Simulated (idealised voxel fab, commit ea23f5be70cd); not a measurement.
process module | voxel ribs on slabs
cross-section cut | 190 nm wide | cells 5 nm
A cross-section is a grid of square cells, given in bands from the top down. A band is one or more rows of cells.
Each band's line starts with the height of the band's top and of its bottom, in nm. Then come its materials from left to right, each with its width in nm. One material with "throughout" fills the band from edge to edge. "air" is empty space.
Height 0 is the level under which the wafer as received is all one material. The lowest band goes on downwards, as in "0 down".
A width such as "30 to 40" changes by the same amount from each row of cells to the next, from the band's top row to its bottom row.
"no change" after a step means that no cell of the cross-section changed.
closed voids: empty space of 8 cells or more with no open way to the top, each as width x height at its distance from the left edge, in nm
after a step's settings: what the simulator itself notes on the step
overlay nm, on a step with a mask: how far to the right of its planned place the mask lay; to the left if negative
plan
1 op RECEIVE | material Si
2 op DIRECTIONAL_DEP | material SiO2 | thk nm 30
3 op DIRECTIONAL_DEP | material polySi | thk nm 20
4 op PATTERN | tone cover | mask id RIB | material resist | width nm 30 | thk nm 20 | overlay nm 0
5 op DIRECTIONAL_ETCH | etch materials polySi | depth nm 15
6 op STRIP | etch materials resist
7 op PATTERN | tone cover | mask id SLAB | material resist | width nm 80 | thk nm 15 | overlay nm 0
8 op DIRECTIONAL_ETCH | etch materials polySi | depth nm 5
9 op STRIP | etch materials resist
10 op FILL_DEP | material SiO2 | thk nm 20
11 op CMP | height nm 60
12 op DIRECTIONAL_DEP | material W | thk nm 5
13 op MASKED_ETCH | tone cover | mask id HEATER | width nm 40 | etch materials W | depth nm 5 | overlay nm 0
14 op CONFORMAL_DEP | material SiO2 | thk nm 5
as received, after step 1
  0 down: Si throughout
  closed voids: none
first wafer at the end, as planned
  70 to 65: air 70 | SiO2 50 | air 70
  65 to 60: SiO2 75 | W 40 | SiO2 75
  60 to 50: SiO2 throughout
  50 to 35: SiO2 80 | polySi 30 | SiO2 80
  35 to 30: SiO2 55 | polySi 80 | SiO2 55
  30 to 0: SiO2 throughout
  0 down: Si throughout
  closed voids: none
second wafer at the end: like start, like plan, one mistake
  70 to 65: air 70 | SiO2 50 | air 70
  65 to 60: SiO2 75 | W 40 | SiO2 75
  60 to 40: SiO2 throughout
  40 to 25: SiO2 80 | polySi 30 | SiO2 80
  25 to 20: SiO2 55 | polySi 80 | SiO2 55
  20 to 0: SiO2 throughout
  0 down: Si throughout
  closed voids: none
what went wrong: step 2 ran as: op DIRECTIONAL_DEP | material SiO2 | thk nm 20
at the end the second wafer has, in cells: as many of each material as the first, in other places
